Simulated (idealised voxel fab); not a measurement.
Documented hereafter: the process module known as voxel capacitor over wiring.
Xsec cut, 300 nm wide, square cell size 5 nm.
A cross-section in this document is a grid of square cells, and it is written down as bands, the top band listed before the ones below it; a band is made up of one or more rows of cells. What a band's entry tells you: where the top is and where the bottom is, as heights in nm, and after that what lies inside, material by material from left to right, each with its width in nm. Empty space is written as the word "empty", and a single material marked with the word "everywhere" occupies the band from edge to edge. Basically, 0 is our baseline, since under it the wafer straight out of the box is all one material. The bottom band has no lower end and keeps on going down, so it looks like "0 and below". Quick explanation for "30..40": the width changes in equal steps down the rows of cells, from the first number in the band's top row to the second number in its bottom row. Where the words "remains unaltered" appear for a step, the cross-section shows no cell changed by that step; every cell remained as before. Each empty space that has no open way to the top and spans at least 8 cells appears under "Sealed void inventory" as width x height at distance, the distance counted from the left edge, all in nm. On each step's line, the part that comes after the settings is the simulator's own comment on the step. The optional step-line setting "overlay nm" applies to steps with a mask and quantifies how far to the right of its planned location the mask lay, a negative value indicating leftward placement. Note on reading: below, each pair holds a cross-section from before one process step and one from after it; the one from after shows only down to the lowest band that changed. Beneath the pair, the step in between is stated along with its settings. The pairs can stem from different runs of this module on the same starting wafer. Where a pair's entry headed "Status quo ante" says so, and only there, that pair continues from the pair above it.

# Status quo ante
	115 down to 95: 115 nm resist, then 15 nm empty, then 170 nm resist
	95 down to 80: 115 nm SiO2, then 15 nm empty, then 170 nm SiO2
	80 down to 75: 105 nm SiO2, then 65 nm TiN, then 130 nm SiO2
	75 down to 70: 105 nm SiO2, then 65 nm SiN, then 130 nm SiO2
	70 down to 65: 100 nm SiO2, then 75 nm TiN, then 125 nm SiO2
	65 down to 60: 105 nm SiCN, then 15 nm TiN, then 180 nm SiCN
	60 down to 55: 90 nm SiCN, then 35 nm SiO2, then 50 nm SiCN, then 35 nm SiO2, then 90 nm SiCN
	55 down to 40: SiO2 everywhere
	40 down to 35: 90 nm SiO2, then 35 nm Ru, then 50 nm SiO2, then 35 nm Ru, then 90 nm SiO2
	35 down to 20: 95 nm SiO2, then 5 nm TiN, then 15 nm Cu, then 5 nm TiN, then 60 nm SiO2, then 5 nm TiN, then 15 nm Cu, then 5 nm TiN, then 95 nm SiO2
	20 down to 15: 95 nm SiN, then 25 nm TiN, then 60 nm SiN, then 25 nm TiN, then 95 nm SiN
	15 down to 0: SiO2 everywhere
	0 and below: Si everywhere
	Sealed void inventory: none

# Step Result
	95 down to 80: 115 nm SiO2, then 15 nm empty, then 170 nm SiO2
	Anything lower than 80 is untouched.
	Sealed void inventory: none
Processing between the before and after sections above: STRIP: etch materials resist

Status quo ante: Reference is made to the cross-section shown after the step in the pair directly above, which represents the state prior to this step.

# Step Result
	100 down to 95: 120 nm TiN, then 5 nm empty, then 175 nm TiN
	95 down to 85: 115 nm SiO2, then 5 nm TiN, then 5 nm empty, then 5 nm TiN, then 170 nm SiO2
	85 down to 75: 115..105 nm SiO2, then 15..65 nm TiN, then 170..130 nm SiO2
	Anything lower than 75 is untouched.
	Sealed void inventory: none
Processing between the before and after sections above: CONFORMAL_DEP: material TiN, thk nm 5

Status quo ante: Reference is made to the cross-section shown after the step in the pair directly above, which represents the state prior to this step.

# Step Result
	105 down to 100: W everywhere
	100 down to 95: 120 nm TiN, then 5 nm W, then 175 nm TiN
	95 down to 85: 115 nm SiO2, then 5 nm TiN, then 5 nm W, then 5 nm TiN, then 170 nm SiO2
	Anything lower than 85 is untouched.
	Sealed void inventory: none
Processing between the before and after sections above: FILL_DEP: material W, thk nm 5

Status quo ante: Reference is made to the cross-section shown after the step in the pair directly above, which represents the state prior to this step.

# Step Result
	95 down to 85: 115 nm SiO2, then 5 nm TiN, then 5 nm W, then 5 nm TiN, then 170 nm SiO2
	Anything lower than 85 is untouched.
	Sealed void inventory: none
Processing between the before and after sections above: CMP: height nm 95

Status quo ante: Reference is made to the cross-section shown after the step in the pair directly above, which represents the state prior to this step.

# Step Result
	100 down to 95: SiN everywhere
	Anything lower than 95 is untouched.
	Sealed void inventory: none
Processing between the before and after sections above: CONFORMAL_DEP: material SiN, thk nm 5

# Status quo ante
	45 down to 40: SiCN everywhere
	40 down to 35: 90 nm SiCN, then 35 nm Ru, then 50 nm SiCN, then 35 nm Ru, then 90 nm SiCN
	35 down to 20: 95 nm SiO2, then 5 nm TiN, then 15 nm Cu, then 5 nm TiN, then 60 nm SiO2, then 5 nm TiN, then 15 nm Cu, then 5 nm TiN, then 95 nm SiO2
	20 down to 15: 95 nm SiN, then 25 nm TiN, then 60 nm SiN, then 25 nm TiN, then 95 nm SiN
	15 down to 0: SiO2 everywhere
	0 and below: Si everywhere
	Sealed void inventory: none

# Step Result
	60 down to 45: SiO2 everywhere
	Anything lower than 45 is untouched.
	Sealed void inventory: none
Processing between the before and after sections above: DIRECTIONAL_DEP: material SiO2, thk nm 15

Status quo ante: Reference is made to the cross-section shown after the step in the pair directly above, which represents the state prior to this step.

# Step Result
	75 down to 60: 105 nm resist, then 15 nm empty, then 180 nm resist
	Anything lower than 60 is untouched.
	Sealed void inventory: none
Processing between the before and after sections above: PATTERN: tone open, mask id PLUG_1, material resist, width nm 15, thk nm 15, overlay nm 0

Status quo ante: Reference is made to the cross-section shown after the step in the pair directly above, which represents the state prior to this step.

# Step Result
	75 down to 60: 105 nm resist, then 15 nm empty, then 180 nm resist
	60 down to 45: 105 nm SiO2, then 15 nm empty, then 180 nm SiO2
	Anything lower than 45 is untouched.
	Sealed void inventory: none
Processing between the before and after sections above: DIRECTIONAL_ETCH: etch materials SiO2, depth nm 20

Status quo ante: Reference is made to the cross-section shown after the step in the pair directly above, which represents the state prior to this step.

# Step Result
	75 down to 60: 105 nm resist, then 15 nm empty, then 180 nm resist
	60 down to 45: 105 nm SiO2, then 15 nm empty, then 180 nm SiO2
	45 down to 40: 105 nm SiCN, then 15 nm empty, then 180 nm SiCN
	Anything lower than 40 is untouched.
	Sealed void inventory: none
Processing between the before and after sections above: DIRECTIONAL_ETCH: etch materials SiCN, depth nm 5

Status quo ante: Reference is made to the cross-section shown after the step in the pair directly above, which represents the state prior to this step.

# Step Result
	60 down to 45: 105 nm SiO2, then 15 nm empty, then 180 nm SiO2
	Anything lower than 45 is untouched.
	Sealed void inventory: none
Processing between the before and after sections above: STRIP: etch materials resist

Status quo ante: Reference is made to the cross-section shown after the step in the pair directly above, which represents the state prior to this step.

# Step Result
	65 down to 60: 110 nm TiN, then 5 nm empty, then 185 nm TiN
	60 down to 45: 105 nm SiO2, then 5 nm TiN, then 5 nm empty, then 5 nm TiN, then 180 nm SiO2
	45 down to 40: 105 nm SiCN, then 15 nm TiN, then 180 nm SiCN
	Anything lower than 40 is untouched.
	Sealed void inventory: none
Processing between the before and after sections above: CONFORMAL_DEP: material TiN, thk nm 5

Status quo ante: Reference is made to the cross-section shown after the step in the pair directly above, which represents the state prior to this step.

# Step Result
	70 down to 65: W everywhere
	65 down to 60: 110 nm TiN, then 5 nm W, then 185 nm TiN
	60 down to 45: 105 nm SiO2, then 5 nm TiN, then 5 nm W, then 5 nm TiN, then 180 nm SiO2
	Anything lower than 45 is untouched.
	Sealed void inventory: none
Processing between the before and after sections above: FILL_DEP: material W, thk nm 5

Status quo ante: Reference is made to the cross-section shown after the step in the pair directly above, which represents the state prior to this step.

# Step Result
	65 down to 60: 110 nm TiN, then 5 nm W, then 185 nm TiN
	Anything lower than 60 is untouched.
	Sealed void inventory: none
Processing between the before and after sections above: CMP: height nm 65

Status quo ante: Reference is made to the cross-section shown after the step in the pair directly above, which represents the state prior to this step.

# Step Result
	70 down to 65: TiN everywhere
	Anything lower than 65 is untouched.
	Sealed void inventory: none
Processing between the before and after sections above: DIRECTIONAL_DEP: material TiN, thk nm 5

Status quo ante: Reference is made to the cross-section shown after the step in the pair directly above, which represents the state prior to this step.

# Step Result
	75 down to 70: SiN everywhere
	Anything lower than 70 is untouched.
	Sealed void inventory: none
Processing between the before and after sections above: DIRECTIONAL_DEP: material SiN, thk nm 5

Status quo ante: Reference is made to the cross-section shown after the step in the pair directly above, which represents the state prior to this step.

# Step Result
	80 down to 75: TiN everywhere
	Anything lower than 75 is untouched.
	Sealed void inventory: none
Processing between the before and after sections above: DIRECTIONAL_DEP: material TiN, thk nm 5

Status quo ante: Reference is made to the cross-section shown after the step in the pair directly above, which represents the state prior to this step.

# Step Result
	95 down to 80: aC everywhere
	Anything lower than 80 is untouched.
	Sealed void inventory: none
Processing between the before and after sections above: DIRECTIONAL_DEP: material aC, thk nm 15

Status quo ante: Reference is made to the cross-section shown after the step in the pair directly above, which represents the state prior to this step.

# Step Result
	130 down to 95: 105 nm empty, then 65 nm resist, then 130 nm empty
	Anything lower than 95 is untouched.
	Sealed void inventory: none
Processing between the before and after sections above: PATTERN: tone cover, mask id UPPER_PLATE, material resist, width nm 65, thk nm 35, overlay nm 0

Status quo ante: Reference is made to the cross-section shown after the step in the pair directly above, which represents the state prior to this step.

# Step Result
	115 down to 95: 105 nm empty, then 65 nm resist, then 130 nm empty
	95 down to 80: 105 nm empty, then 65 nm aC, then 130 nm empty
	Anything lower than 80 is untouched.
	Sealed void inventory: none
Processing between the before and after sections above: DIRECTIONAL_ETCH: etch materials aC, depth nm 15

Status quo ante: Reference is made to the cross-section shown after the step in the pair directly above, which represents the state prior to this step.

# Step Result
	95 down to 80: 105 nm empty, then 65 nm aC, then 130 nm empty
	Anything lower than 80 is untouched.
	Sealed void inventory: none
Processing between the before and after sections above: STRIP: etch materials resist

Status quo ante: Reference is made to the cross-section shown after the step in the pair directly above, which represents the state prior to this step.

# Step Result
	95 down to 80: 105 nm empty, then 65 nm aC, then 130 nm empty
	80 down to 75: 105 nm empty, then 65 nm TiN, then 130 nm empty
	Anything lower than 75 is untouched.
	Sealed void inventory: none
Processing between the before and after sections above: DIRECTIONAL_ETCH: etch materials TiN, depth nm 5

Status quo ante: Reference is made to the cross-section shown after the step in the pair directly above, which represents the state prior to this step.

# Step Result
	95 down to 80: 105 nm empty, then 65 nm aC, then 130 nm empty
	80 down to 75: 105 nm empty, then 65 nm TiN, then 130 nm empty
	75 down to 70: 105 nm empty, then 65 nm SiN, then 130 nm empty
	Anything lower than 70 is untouched.
	Sealed void inventory: none
Processing between the before and after sections above: DIRECTIONAL_ETCH: etch materials SiN, depth nm 5

Status quo ante: Reference is made to the cross-section shown after the step in the pair directly above, which represents the state prior to this step.

# Step Result
	80 down to 75: 105 nm empty, then 65 nm TiN, then 130 nm empty
	Anything lower than 75 is untouched.
	Sealed void inventory: none
Processing between the before and after sections above: STRIP: etch materials aC

Status quo ante: Reference is made to the cross-section shown after the step in the pair directly above, which represents the state prior to this step.

# Step Result
	80 down to 75: 105 nm empty, then 65 nm TiN, then 130 nm empty
	75 down to 70: 105 nm empty, then 65 nm SiN, then 130 nm empty
	70 down to 65: 100 nm empty, then 75 nm TiN, then 125 nm empty
	Anything lower than 65 is untouched.
	Sealed void inventory: none
Processing between the before and after sections above: MASKED_ETCH: tone cover, mask id LOWER_PLATE, width nm 75, etch materials TiN, depth nm 5, overlay nm 0

Status quo ante: Reference is made to the cross-section shown after the step in the pair directly above, which represents the state prior to this step.

# Step Result
	100 down to 80: SiO2 everywhere
	80 down to 75: 105 nm SiO2, then 65 nm TiN, then 130 nm SiO2
	75 down to 70: 105 nm SiO2, then 65 nm SiN, then 130 nm SiO2
	70 down to 65: 100 nm SiO2, then 75 nm TiN, then 125 nm SiO2
	Anything lower than 65 is untouched.
	Sealed void inventory: none
Processing between the before and after sections above: FILL_DEP: material SiO2, thk nm 20

Status quo ante: Reference is made to the cross-section shown after the step in the pair directly above, which represents the state prior to this step.

# Step Result
	95 down to 80: SiO2 everywhere
	Anything lower than 80 is untouched.
	Sealed void inventory: none
Processing between the before and after sections above: CMP: height nm 95

Status quo ante: Reference is made to the cross-section shown after the step in the pair directly above, which represents the state prior to this step.

# Step Result
	115 down to 95: 115 nm resist, then 15 nm empty, then 170 nm resist
	Anything lower than 95 is untouched.
	Sealed void inventory: none
Processing between the before and after sections above: PATTERN: tone open, mask id PLUG_2, material resist, width nm 15, thk nm 20, overlay nm 0

Status quo ante: Reference is made to the cross-section shown after the step in the pair directly above, which represents the state prior to this step.

# Step Result
	115 down to 95: 115 nm resist, then 15 nm empty, then 170 nm resist
	95 down to 80: 115 nm SiO2, then 15 nm empty, then 170 nm SiO2
	Anything lower than 80 is untouched.
	Sealed void inventory: none
Processing between the before and after sections above: DIRECTIONAL_ETCH: etch materials SiO2, depth nm 15

Status quo ante: Reference is made to the cross-section shown after the step in the pair directly above, which represents the state prior to this step.

# Step Result
	95 down to 80: 115 nm SiO2, then 15 nm empty, then 170 nm SiO2
	Anything lower than 80 is untouched.
	Sealed void inventory: none
Processing between the before and after sections above: STRIP: etch materials resist

Status quo ante: Reference is made to the cross-section shown after the step in the pair directly above, which represents the state prior to this step.

# Step Result
	100 down to 95: 120 nm TiN, then 5 nm empty, then 175 nm TiN
	95 down to 85: 115 nm SiO2, then 5 nm TiN, then 5 nm empty, then 5 nm TiN, then 170 nm SiO2
	85 down to 75: 115..105 nm SiO2, then 15..65 nm TiN, then 170..130 nm SiO2
	Anything lower than 75 is untouched.
	Sealed void inventory: none
Processing between the before and after sections above: CONFORMAL_DEP: material TiN, thk nm 5

Status quo ante: Reference is made to the cross-section shown after the step in the pair directly above, which represents the state prior to this step.

# Step Result
	105 down to 100: W everywhere
	100 down to 95: 120 nm TiN, then 5 nm W, then 175 nm TiN
	95 down to 85: 115 nm SiO2, then 5 nm TiN, then 5 nm W, then 5 nm TiN, then 170 nm SiO2
	Anything lower than 85 is untouched.
	Sealed void inventory: none
Processing between the before and after sections above: FILL_DEP: material W, thk nm 5

Status quo ante: Reference is made to the cross-section shown after the step in the pair directly above, which represents the state prior to this step.

# Step Result
	95 down to 85: 115 nm SiO2, then 5 nm TiN, then 5 nm W, then 5 nm TiN, then 170 nm SiO2
	Anything lower than 85 is untouched.
	Sealed void inventory: none
Processing between the before and after sections above: CMP: height nm 95

Status quo ante: Reference is made to the cross-section shown after the step in the pair directly above, which represents the state prior to this step.

# Step Result
	100 down to 95: SiN everywhere
	Anything lower than 95 is untouched.
	Sealed void inventory: none
Processing between the before and after sections above: CONFORMAL_DEP: material SiN, thk nm 5

# Status quo ante
	65 down to 45: SiO2 everywhere
	45 down to 40: SiCN everywhere
	40 down to 35: 90 nm SiCN, then 35 nm Ru, then 50 nm SiCN, then 35 nm Ru, then 90 nm SiCN
	35 down to 20: 95 nm SiO2, then 5 nm TiN, then 15 nm Cu, then 5 nm TiN, then 60 nm SiO2, then 5 nm TiN, then 15 nm Cu, then 5 nm TiN, then 95 nm SiO2
	20 down to 15: 95 nm SiN, then 25 nm TiN, then 60 nm SiN, then 25 nm TiN, then 95 nm SiN
	15 down to 0: SiO2 everywhere
	0 and below: Si everywhere
	Sealed void inventory: none

# Step Result
	80 down to 65: 105 nm resist, then 20 nm empty, then 175 nm resist
	Anything lower than 65 is untouched.
	Sealed void inventory: none
Processing between the before and after sections above: PATTERN: tone open, mask id PLUG_1, material resist, width nm 20, thk nm 15, overlay nm 0

Status quo ante: Reference is made to the cross-section shown after the step in the pair directly above, which represents the state prior to this step.

# Step Result
	80 down to 65: 105 nm resist, then 20 nm empty, then 175 nm resist
	65 down to 45: 105 nm SiO2, then 20 nm empty, then 175 nm SiO2
	Anything lower than 45 is untouched.
	Sealed void inventory: none
Processing between the before and after sections above: DIRECTIONAL_ETCH: etch materials SiO2, depth nm 20

Status quo ante: Reference is made to the cross-section shown after the step in the pair directly above, which represents the state prior to this step.

# Step Result
	80 down to 65: 105 nm resist, then 20 nm empty, then 175 nm resist
	65 down to 45: 105 nm SiO2, then 20 nm empty, then 175 nm SiO2
	45 down to 40: 105 nm SiCN, then 20 nm empty, then 175 nm SiCN
	Anything lower than 40 is untouched.
	Sealed void inventory: none
Processing between the before and after sections above: DIRECTIONAL_ETCH: etch materials SiCN, depth nm 5

Status quo ante: Reference is made to the cross-section shown after the step in the pair directly above, which represents the state prior to this step.

# Step Result
	65 down to 45: 105 nm SiO2, then 20 nm empty, then 175 nm SiO2
	Anything lower than 45 is untouched.
	Sealed void inventory: none
Processing between the before and after sections above: STRIP: etch materials resist

Status quo ante: Reference is made to the cross-section shown after the step in the pair directly above, which represents the state prior to this step.

# Step Result
	70 down to 65: 110 nm TiN, then 10 nm empty, then 180 nm TiN
	65 down to 45: 105 nm SiO2, then 5 nm TiN, then 10 nm empty, then 5 nm TiN, then 175 nm SiO2
	45 down to 40: 105 nm SiCN, then 20 nm TiN, then 175 nm SiCN
	Anything lower than 40 is untouched.
	Sealed void inventory: none
Processing between the before and after sections above: CONFORMAL_DEP: material TiN, thk nm 5

Status quo ante: Reference is made to the cross-section shown after the step in the pair directly above, which represents the state prior to this step.

# Step Result
	75 down to 70: W everywhere
	70 down to 65: 110 nm TiN, then 10 nm W, then 180 nm TiN
	65 down to 45: 105 nm SiO2, then 5 nm TiN, then 10 nm W, then 5 nm TiN, then 175 nm SiO2
	Anything lower than 45 is untouched.
	Sealed void inventory: none
Processing between the before and after sections above: FILL_DEP: material W, thk nm 5

Status quo ante: Reference is made to the cross-section shown after the step in the pair directly above, which represents the state prior to this step.

# Step Result
	65 down to 45: 105 nm SiO2, then 5 nm TiN, then 10 nm W, then 5 nm TiN, then 175 nm SiO2
	Anything lower than 45 is untouched.
	Sealed void inventory: none
Processing between the before and after sections above: CMP: height nm 65

Status quo ante: Reference is made to the cross-section shown after the step in the pair directly above, which represents the state prior to this step.

# Step Result
	70 down to 65: TiN everywhere
	Anything lower than 65 is untouched.
	Sealed void inventory: none
Processing between the before and after sections above: DIRECTIONAL_DEP: material TiN, thk nm 5

Status quo ante: Reference is made to the cross-section shown after the step in the pair directly above, which represents the state prior to this step.

# Step Result
	75 down to 70: SiN everywhere
	Anything lower than 70 is untouched.
	Sealed void inventory: none
Processing between the before and after sections above: DIRECTIONAL_DEP: material SiN, thk nm 5

Status quo ante: Reference is made to the cross-section shown after the step in the pair directly above, which represents the state prior to this step.

# Step Result
	80 down to 75: TiN everywhere
	Anything lower than 75 is untouched.
	Sealed void inventory: none
Processing between the before and after sections above: DIRECTIONAL_DEP: material TiN, thk nm 5

Status quo ante: Reference is made to the cross-section shown after the step in the pair directly above, which represents the state prior to this step.

# Step Result
	95 down to 80: aC everywhere
	Anything lower than 80 is untouched.
	Sealed void inventory: none
Processing between the before and after sections above: DIRECTIONAL_DEP: material aC, thk nm 15

Status quo ante: Reference is made to the cross-section shown after the step in the pair directly above, which represents the state prior to this step.

# Step Result
	130 down to 95: 105 nm empty, then 65 nm resist, then 130 nm empty
	Anything lower than 95 is untouched.
	Sealed void inventory: none
Processing between the before and after sections above: PATTERN: tone cover, mask id UPPER_PLATE, material resist, width nm 65, thk nm 35, overlay nm 0

Status quo ante: Reference is made to the cross-section shown after the step in the pair directly above, which represents the state prior to this step.

# Step Result
	115 down to 95: 105 nm empty, then 65 nm resist, then 130 nm empty
	95 down to 80: 105 nm empty, then 65 nm aC, then 130 nm empty
	Anything lower than 80 is untouched.
	Sealed void inventory: none
Processing between the before and after sections above: DIRECTIONAL_ETCH: etch materials aC, depth nm 15

Status quo ante: Reference is made to the cross-section shown after the step in the pair directly above, which represents the state prior to this step.

# Step Result
	95 down to 80: 105 nm empty, then 65 nm aC, then 130 nm empty
	Anything lower than 80 is untouched.
	Sealed void inventory: none
Processing between the before and after sections above: STRIP: etch materials resist

Status quo ante: Reference is made to the cross-section shown after the step in the pair directly above, which represents the state prior to this step.

# Step Result
	95 down to 80: 105 nm empty, then 65 nm aC, then 130 nm empty
	80 down to 75: 105 nm empty, then 65 nm TiN, then 130 nm empty
	Anything lower than 75 is untouched.
	Sealed void inventory: none
Processing between the before and after sections above: DIRECTIONAL_ETCH: etch materials TiN, depth nm 5

Status quo ante: Reference is made to the cross-section shown after the step in the pair directly above, which represents the state prior to this step.

# Step Result
	95 down to 80: 105 nm empty, then 65 nm aC, then 130 nm empty
	80 down to 75: 105 nm empty, then 65 nm TiN, then 130 nm empty
	75 down to 70: 105 nm empty, then 65 nm SiN, then 130 nm empty
	Anything lower than 70 is untouched.
	Sealed void inventory: none
Processing between the before and after sections above: DIRECTIONAL_ETCH: etch materials SiN, depth nm 5

Status quo ante: Reference is made to the cross-section shown after the step in the pair directly above, which represents the state prior to this step.

# Step Result
	80 down to 75: 105 nm empty, then 65 nm TiN, then 130 nm empty
	Anything lower than 75 is untouched.
	Sealed void inventory: none
Processing between the before and after sections above: STRIP: etch materials aC

Status quo ante: Reference is made to the cross-section shown after the step in the pair directly above, which represents the state prior to this step.

# Step Result
	80 down to 75: 105 nm empty, then 65 nm TiN, then 130 nm empty
	75 down to 70: 105 nm empty, then 65 nm SiN, then 130 nm empty
	70 down to 65: 100 nm empty, then 75 nm TiN, then 125 nm empty
	Anything lower than 65 is untouched.
	Sealed void inventory: none
Processing between the before and after sections above: MASKED_ETCH: tone cover, mask id LOWER_PLATE, width nm 75, etch materials TiN, depth nm 5, overlay nm 0

Status quo ante: Reference is made to the cross-section shown after the step in the pair directly above, which represents the state prior to this step.

# Step Result
	100 down to 80: SiO2 everywhere
	80 down to 75: 105 nm SiO2, then 65 nm TiN, then 130 nm SiO2
	75 down to 70: 105 nm SiO2, then 65 nm SiN, then 130 nm SiO2
	70 down to 65: 100 nm SiO2, then 75 nm TiN, then 125 nm SiO2
	Anything lower than 65 is untouched.
	Sealed void inventory: none
Processing between the before and after sections above: FILL_DEP: material SiO2, thk nm 20

Status quo ante: Reference is made to the cross-section shown after the step in the pair directly above, which represents the state prior to this step.

# Step Result
	95 down to 80: SiO2 everywhere
	Anything lower than 80 is untouched.
	Sealed void inventory: none
Processing between the before and after sections above: CMP: height nm 95

Status quo ante: Reference is made to the cross-section shown after the step in the pair directly above, which represents the state prior to this step.

# Step Result
	115 down to 95: 115 nm resist, then 15 nm empty, then 170 nm resist
	Anything lower than 95 is untouched.
	Sealed void inventory: none
Processing between the before and after sections above: PATTERN: tone open, mask id PLUG_2, material resist, width nm 15, thk nm 20, overlay nm 0

Status quo ante: Reference is made to the cross-section shown after the step in the pair directly above, which represents the state prior to this step.

# Step Result
	115 down to 95: 115 nm resist, then 15 nm empty, then 170 nm resist
	95 down to 80: 115 nm SiO2, then 15 nm empty, then 170 nm SiO2
	Anything lower than 80 is untouched.
	Sealed void inventory: none
Processing between the before and after sections above: DIRECTIONAL_ETCH: etch materials SiO2, depth nm 15

Status quo ante: Reference is made to the cross-section shown after the step in the pair directly above, which represents the state prior to this step.

# Step Result
	95 down to 80: 115 nm SiO2, then 15 nm empty, then 170 nm SiO2
	Anything lower than 80 is untouched.
	Sealed void inventory: none
Processing between the before and after sections above: STRIP: etch materials resist

Status quo ante: Reference is made to the cross-section shown after the step in the pair directly above, which represents the state prior to this step.

# Step Result
	100 down to 95: 120 nm TiN, then 5 nm empty, then 175 nm TiN
	95 down to 85: 115 nm SiO2, then 5 nm TiN, then 5 nm empty, then 5 nm TiN, then 170 nm SiO2
	85 down to 75: 115..105 nm SiO2, then 15..65 nm TiN, then 170..130 nm SiO2
	Anything lower than 75 is untouched.
	Sealed void inventory: none
Processing between the before and after sections above: CONFORMAL_DEP: material TiN, thk nm 5

Status quo ante: Reference is made to the cross-section shown after the step in the pair directly above, which represents the state prior to this step.

# Step Result
	105 down to 100: W everywhere
	100 down to 95: 120 nm TiN, then 5 nm W, then 175 nm TiN
	95 down to 85: 115 nm SiO2, then 5 nm TiN, then 5 nm W, then 5 nm TiN, then 170 nm SiO2
	Anything lower than 85 is untouched.
	Sealed void inventory: none
Processing between the before and after sections above: FILL_DEP: material W, thk nm 5

Status quo ante: Reference is made to the cross-section shown after the step in the pair directly above, which represents the state prior to this step.

# Step Result
	95 down to 85: 115 nm SiO2, then 5 nm TiN, then 5 nm W, then 5 nm TiN, then 170 nm SiO2
	Anything lower than 85 is untouched.
	Sealed void inventory: none
Processing between the before and after sections above: CMP: height nm 95

Status quo ante: Reference is made to the cross-section shown after the step in the pair directly above, which represents the state prior to this step.

# Step Result
	100 down to 95: SiN everywhere
	Anything lower than 95 is untouched.
	Sealed void inventory: none
Processing between the before and after sections above: CONFORMAL_DEP: material SiN, thk nm 5

# Status quo ante
	65 down to 45: SiO2 everywhere
	45 down to 40: SiCN everywhere
	40 down to 35: 90 nm SiCN, then 35 nm Ru, then 50 nm SiCN, then 35 nm Ru, then 90 nm SiCN
	35 down to 20: 95 nm SiO2, then 5 nm TiN, then 15 nm Cu, then 5 nm TiN, then 60 nm SiO2, then 5 nm TiN, then 15 nm Cu, then 5 nm TiN, then 95 nm SiO2
	20 down to 15: 95 nm SiN, then 25 nm TiN, then 60 nm SiN, then 25 nm TiN, then 95 nm SiN
	15 down to 0: SiO2 everywhere
	0 and below: Si everywhere
	Sealed void inventory: none

# Step Result
	80 down to 65: 115 nm resist, then 15 nm empty, then 170 nm resist
	Anything lower than 65 is untouched.
	Sealed void inventory: none
Processing between the before and after sections above: PATTERN: tone open, mask id PLUG_1, material resist, width nm 15, thk nm 15, overlay nm 10

Status quo ante: Reference is made to the cross-section shown after the step in the pair directly above, which represents the state prior to this step.

# Step Result
	80 down to 65: 115 nm resist, then 15 nm empty, then 170 nm resist
	65 down to 45: 115 nm SiO2, then 15 nm empty, then 170 nm SiO2
	Anything lower than 45 is untouched.
	Sealed void inventory: none
Processing between the before and after sections above: DIRECTIONAL_ETCH: etch materials SiO2, depth nm 20

Status quo ante: Reference is made to the cross-section shown after the step in the pair directly above, which represents the state prior to this step.

# Step Result
	80 down to 65: 115 nm resist, then 15 nm empty, then 170 nm resist
	65 down to 45: 115 nm SiO2, then 15 nm empty, then 170 nm SiO2
	45 down to 40: 115 nm SiCN, then 15 nm empty, then 170 nm SiCN
	Anything lower than 40 is untouched.
	Sealed void inventory: none
Processing between the before and after sections above: DIRECTIONAL_ETCH: etch materials SiCN, depth nm 5

Status quo ante: Reference is made to the cross-section shown after the step in the pair directly above, which represents the state prior to this step.

# Step Result
	65 down to 45: 115 nm SiO2, then 15 nm empty, then 170 nm SiO2
	Anything lower than 45 is untouched.
	Sealed void inventory: none
Processing between the before and after sections above: STRIP: etch materials resist

Status quo ante: Reference is made to the cross-section shown after the step in the pair directly above, which represents the state prior to this step.

# Step Result
	70 down to 65: 120 nm TiN, then 5 nm empty, then 175 nm TiN
	65 down to 45: 115 nm SiO2, then 5 nm TiN, then 5 nm empty, then 5 nm TiN, then 170 nm SiO2
	45 down to 40: 115 nm SiCN, then 15 nm TiN, then 170 nm SiCN
	Anything lower than 40 is untouched.
	Sealed void inventory: none
Processing between the before and after sections above: CONFORMAL_DEP: material TiN, thk nm 5

Status quo ante: Reference is made to the cross-section shown after the step in the pair directly above, which represents the state prior to this step.

# Step Result
	75 down to 70: W everywhere
	70 down to 65: 120 nm TiN, then 5 nm W, then 175 nm TiN
	65 down to 45: 115 nm SiO2, then 5 nm TiN, then 5 nm W, then 5 nm TiN, then 170 nm SiO2
	Anything lower than 45 is untouched.
	Sealed void inventory: none
Processing between the before and after sections above: FILL_DEP: material W, thk nm 5

Status quo ante: Reference is made to the cross-section shown after the step in the pair directly above, which represents the state prior to this step.

# Step Result
	65 down to 45: 115 nm SiO2, then 5 nm TiN, then 5 nm W, then 5 nm TiN, then 170 nm SiO2
	Anything lower than 45 is untouched.
	Sealed void inventory: none
Processing between the before and after sections above: CMP: height nm 65

Status quo ante: Reference is made to the cross-section shown after the step in the pair directly above, which represents the state prior to this step.

# Step Result
	70 down to 65: TiN everywhere
	Anything lower than 65 is untouched.
	Sealed void inventory: none
Processing between the before and after sections above: DIRECTIONAL_DEP: material TiN, thk nm 5

Status quo ante: Reference is made to the cross-section shown after the step in the pair directly above, which represents the state prior to this step.

# Step Result
	75 down to 70: SiN everywhere
	Anything lower than 70 is untouched.
	Sealed void inventory: none
Processing between the before and after sections above: DIRECTIONAL_DEP: material SiN, thk nm 5

Status quo ante: Reference is made to the cross-section shown after the step in the pair directly above, which represents the state prior to this step.

# Step Result
	80 down to 75: TiN everywhere
	Anything lower than 75 is untouched.
	Sealed void inventory: none
Processing between the before and after sections above: DIRECTIONAL_DEP: material TiN, thk nm 5

Status quo ante: Reference is made to the cross-section shown after the step in the pair directly above, which represents the state prior to this step.

# Step Result
	95 down to 80: aC everywhere
	Anything lower than 80 is untouched.
	Sealed void inventory: none
Processing between the before and after sections above: DIRECTIONAL_DEP: material aC, thk nm 15

Status quo ante: Reference is made to the cross-section shown after the step in the pair directly above, which represents the state prior to this step.

# Step Result
	130 down to 95: 105 nm empty, then 65 nm resist, then 130 nm empty
	Anything lower than 95 is untouched.
	Sealed void inventory: none
Processing between the before and after sections above: PATTERN: tone cover, mask id UPPER_PLATE, material resist, width nm 65, thk nm 35, overlay nm 0

Status quo ante: Reference is made to the cross-section shown after the step in the pair directly above, which represents the state prior to this step.

# Step Result
	115 down to 95: 105 nm empty, then 65 nm resist, then 130 nm empty
	95 down to 80: 105 nm empty, then 65 nm aC, then 130 nm empty
	Anything lower than 80 is untouched.
	Sealed void inventory: none
Processing between the before and after sections above: DIRECTIONAL_ETCH: etch materials aC, depth nm 15

Status quo ante: Reference is made to the cross-section shown after the step in the pair directly above, which represents the state prior to this step.

# Step Result
	95 down to 80: 105 nm empty, then 65 nm aC, then 130 nm empty
	Anything lower than 80 is untouched.
	Sealed void inventory: none
Processing between the before and after sections above: STRIP: etch materials resist

Status quo ante: Reference is made to the cross-section shown after the step in the pair directly above, which represents the state prior to this step.

# Step Result
	95 down to 80: 105 nm empty, then 65 nm aC, then 130 nm empty
	80 down to 75: 105 nm empty, then 65 nm TiN, then 130 nm empty
	Anything lower than 75 is untouched.
	Sealed void inventory: none
Processing between the before and after sections above: DIRECTIONAL_ETCH: etch materials TiN, depth nm 5
